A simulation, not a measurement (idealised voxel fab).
Presented below is a process module, voxel self aligned contacts.
200 nm wide, 5 nm square cells: that's cross-section cut.
For the purposes of this document, a cross-section shall be understood as a grid of square cells, specified as bands listed in top-to-bottom order, each band consisting of one or more rows of cells.
The band entry comprises the height of the band's top followed by the height of its bottom, expressed in nm, and subsequently the band's materials from left to right, each stated together with its width in nm. Where a single material is marked with the word "full width", that material fills the band from edge to edge. The word "air" represents empty space.
Heights are measured from 0, the level below which the as-received wafer is all one material; the lowest band has no bottom and continues downward, written as in "0..down".
The two numbers in a width such as "30 to 40" mark its ends across the band: the first belongs to the top row of cells, the second to the bottom row, and from each row to the next the width moves by the same amount.
Where a step carries "no change occurred", the cross-section came out of it unchanged, cell for cell.
For the entry "Closed cavities", the listed items are empty spaces with no open way to the top whose size is 8 cells or more; each item follows the pattern width x height at distance, where distance is from the left edge and all three are in nm.
Note: text after step settings on the step line = simulator remark on that step.
A step's line can hold "overlay nm"; with a mask on that step, the setting says how far right of the planned place the mask lay, while a negative setting says it lay to the left.

The process steps that were planned are listed below:
1. RECEIVE | material Si
2. OXIDIZE | depth nm 5
3. DIRECTIONAL_DEP | material polySi | thk nm 25
4. DIRECTIONAL_DEP | material SiN | thk nm 20
5. MASKED_ETCH | tone cover | mask id GATE | width nm 25 | pitch nm 70 | etch materials SiN | depth nm 20 | overlay nm 0
6. MASKED_ETCH | tone cover | mask id GATE | width nm 25 | pitch nm 70 | etch materials polySi | depth nm 25 | overlay nm 0
7. CONFORMAL_DEP | material SiN | thk nm 10
8. DIRECTIONAL_ETCH | etch materials SiN | depth nm 10
9. FILL_DEP | material SiO2 | thk nm 15
10. CMP | height nm 55
11. DIRECTIONAL_DEP | material aC | thk nm 10
12. PATTERN | tone open | mask id CONTACT | material resist | width nm 55 | pitch nm 70 | thk nm 25 | overlay nm 0
13. DIRECTIONAL_ETCH | etch materials aC | depth nm 10
14. STRIP | etch materials resist
15. DIRECTIONAL_ETCH | etch materials SiO2 | depth nm 60
16. STRIP | etch materials aC
17. CONFORMAL_DEP | material TiN | thk nm 5
18. FILL_DEP | material W | thk nm 5
19. CMP | height nm 55
20. CONFORMAL_DEP | material SiCN | thk nm 5

Wafer at receipt (post step 1), cross-section:
  0..down | Si full width
  Closed cavities: none

Post-module cross-section of the first of two wafers (run per plan):
  60..55 | SiCN full width
  55..45 | SiO2 35 / TiN 5 to 20 / W 45 to 15 / TiN 5 to 20 / SiO2 15 / TiN 5 to 20 / W 45 to 15 / TiN 5 to 20 / SiO2 40
  45..25 | SiO2 5 / SiN 45 / TiN 5 / W 15 / TiN 5 / SiN 45 / TiN 5 / W 15 / TiN 5 / SiN 45 / SiO2 10
  25..0 | SiO2 5 / SiN 10 / polySi 25 / SiN 10 / TiN 5 / W 15 / TiN 5 / SiN 10 / polySi 25 / SiN 10 / TiN 5 / W 15 / TiN 5 / SiN 10 / polySi 25 / SiN 10 / SiO2 10
  0..-5 | SiO2 50 / TiN 25 / SiO2 45 / TiN 25 / SiO2 55
  -5..down | Si full width
  Closed cavities: none

Now the second wafer, cross-sectioned at the end of the module. Nothing different at the start, nothing different in the plan compared with the first, just one mistake when it was actually run:
  60..55 | SiCN full width
  55..45 | SiO2 35 / TiN 5 to 20 / W 45 to 15 / TiN 5 to 20 / SiO2 15 / TiN 5 to 20 / W 45 to 15 / TiN 5 to 20 / SiO2 40
  45..25 | SiO2 5 / SiN 45 / TiN 5 / W 15 / TiN 5 / SiN 45 / TiN 5 / W 15 / TiN 5 / SiN 45 / SiO2 10
  25..5 | SiO2 5 / SiN 10 / polySi 25 / SiN 10 / TiN 5 / W 15 / TiN 5 / SiN 10 / polySi 25 / SiN 10 / TiN 5 / W 15 / TiN 5 / SiN 10 / polySi 25 / SiN 10 / SiO2 10
  5..0 | SiO2 5 / SiN 10 / polySi 25 / SiN 10 / TiN 25 / SiN 10 / polySi 25 / SiN 10 / TiN 25 / SiN 10 / polySi 25 / SiN 10 / SiO2 10
  0..down | Si full width
  Closed cavities: none
Where did the run depart from the plan? the plan's step 2 was left out and never carried out
Bottom line after processing is that, in cells, the second wafer is up or down on some materials versus the first: Si +40, SiO2 -30, TiN -4, W -6
